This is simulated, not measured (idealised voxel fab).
The process module presented herein is designated voxel ribs on slabs.
Square cells of 5 nm make up the cross-section cut, whose width is 250 nm.
Format of a cross-section: grid, square cells. Given as bands. Order: top down. Band: one or more rows of cells.
Heads up on the band format: heights come first, top then bottom, in nm. After that it's the materials left to right, each with its width in nm. A single material flagged "everywhere" fills the whole band edge to edge, and "empty" means there's empty space there.
It should be noted that heights are counted from 0, beneath which the wafer as supplied is of one material throughout, and that the lowest band possesses no lower boundary but continues downward, as written in "0 and below".
Think of "30..40" as a width that walks from the first number to the second as you go down the band, top row to bottom row, taking equal-sized steps from row to row.
Take "changes: none" at face value: in the step it is given for, the cross-section changed in none of its cells.
"Enclosed void inventory" contains a list of empty spaces, each no smaller than 8 cells and without an open way to the top, written in the form width x height at distance with the distance from the left edge and all three in nm.
On a step's line, text after the settings is the simulator commenting on that step.
A step line may carry the setting "overlay nm", which, for steps involving a mask, states the distance by which the mask lay to the right of its intended position; negative values denote displacement to the left.

# Listed below are the process steps as planned
| 1 | RECEIVE [material Si] |
| 2 | DIRECTIONAL_DEP [material SiO2] [thk nm 20] |
| 3 | DIRECTIONAL_DEP [material polySi] [thk nm 20] |
| 4 | MASKED_ETCH [tone cover] [mask id RIB] [width nm 20] [etch materials polySi] [depth nm 5] [overlay nm 0] |
| 5 | DIRECTIONAL_DEP [material aC] [thk nm 10] |
| 6 | PATTERN [tone cover] [mask id SLAB] [material resist] [width nm 80] [thk nm 30] [overlay nm 0] |
| 7 | DIRECTIONAL_ETCH [etch materials aC] [depth nm 10] |
| 8 | STRIP [etch materials resist] |
| 9 | DIRECTIONAL_ETCH [etch materials polySi] [depth nm 15] |
| 10 | STRIP [etch materials aC] |
| 11 | FILL_DEP [material SiO2] [thk nm 30] |
| 12 | CMP [height nm 60] |
| 13 | DIRECTIONAL_DEP [material W] [thk nm 5] |
| 14 | MASKED_ETCH [tone cover] [mask id HEATER] [width nm 30] [etch materials W] [depth nm 5] [overlay nm 0] |
| 15 | CONFORMAL_DEP [material SiN] [thk nm 10] |

# Incoming wafer, cross-sectional view, post step 1
  0 and below  Si everywhere
  Enclosed void inventory: none

# The following cross-section depicts the wafer upon conclusion of the module. Processing commenced from the starting condition illustrated above and adhered to the plan illustrated above, save for one mistake in execution
  75 down to 70  empty (100), SiN (50), empty (100)
  70 down to 65  SiN everywhere
  65 down to 60  SiN (110), W (30), SiN (110)
  60 down to 40  SiO2 everywhere
  40 down to 25  SiO2 (115), polySi (20), SiO2 (115)
  25 down to 20  SiO2 (85), polySi (80), SiO2 (85)
  20 down to 0  SiO2 everywhere
  0 and below  Si everywhere
  Enclosed void inventory: none
So what did we get wrong on this run? step 4 ran as: MASKED_ETCH [tone cover] [mask id RIB] [width nm 20] [etch materials polySi] [depth nm 15] [overlay nm 0]
